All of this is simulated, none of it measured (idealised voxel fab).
Presented below is a process module, voxel ribs on slabs.
Cross-sectional view cut (width: 195 nm; square cell size: 5 nm).
In what follows, cross-sections appear as grids of square cells, described through bands that run from the top down, where every band is one or more rows of cells. Band: top height; bottom height; in nm. Then, left to right: material with width in nm, for each material. "all across": a single material spanning edge to edge. "empty": empty space. Note: height 0 marks the level under which the wafer is uniformly one material as received. Lowest band unbounded below, written "0..down". Graded width ("30..40"): value in top row of band = first number; value in bottom row = second number; row-to-row change constant. Step marked "remains unaltered"? Then no cell in the cross-section changed in it. Entry "Enclosed void list". Content: empty spaces with no open connection to the top, size 8 cells or greater. Each: width x height at distance. Distance: from left edge. Unit: nm. Formally, on a step line, whatever follows the settings is a remark that the simulator itself makes on the step. "overlay nm" denotes, for a step that has a mask, the displacement of the mask to the right of its planned place, with negative values corresponding to the left.
**Steps planned for the process**
1 RECEIVE,material Si
2 DIRECTIONAL_DEP,material SiO2,thk nm 25
3 DIRECTIONAL_DEP,material SiN,thk nm 20
4 DIRECTIONAL_DEP,material aC,thk nm 15
5 PATTERN,tone cover,mask id RIB,material resist,width nm 25,thk nm 30,overlay nm 0
6 DIRECTIONAL_ETCH,etch materials aC,depth nm 15
7 STRIP,etch materials resist
8 DIRECTIONAL_ETCH,etch materials SiN,depth nm 5
9 STRIP,etch materials aC
10 MASKED_ETCH,tone cover,mask id SLAB,width nm 75,etch materials SiN,depth nm 15,overlay nm -15
11 FILL_DEP,material SiO2,thk nm 20
12 CMP,height nm 60
13 DIRECTIONAL_DEP,material W,thk nm 5
14 PATTERN,tone cover,mask id HEATER,material resist,width nm 35,thk nm 20,overlay nm 0
15 DIRECTIONAL_ETCH,etch materials W,depth nm 5
16 STRIP,etch materials resist
17 CONFORMAL_DEP,material SiO2,thk nm 10
Wafers differ in overlay nm at step 10; plan lists the first wafer's value; identical starting state.
**Received condition of the first of several wafers, sectioned: post-step 1**
  0..down  Si all across
  Enclosed void list: none
**Take any row and you have a wafer at the end of the module: how many cells of each material it has gained (+) or lost (-) since it was received, and then its closed voids**
overlay nm -15 | +50 SiN | +500 SiO2 | +7 W | Enclosed void list: none
overlay nm -10 | +50 SiN | +500 SiO2 | +7 W | Enclosed void list: none
overlay nm -5 | +50 SiN | +500 SiO2 | +7 W | Enclosed void list: none
overlay nm 0 | +50 SiN | +500 SiO2 | +7 W | Enclosed void list: none
overlay nm 5 | +50 SiN | +500 SiO2 | +7 W | Enclosed void list: none
overlay nm 10 | +50 SiN | +500 SiO2 | +7 W | Enclosed void list: none
overlay nm 15 | +50 SiN | +500 SiO2 | +7 W | Enclosed void list: none
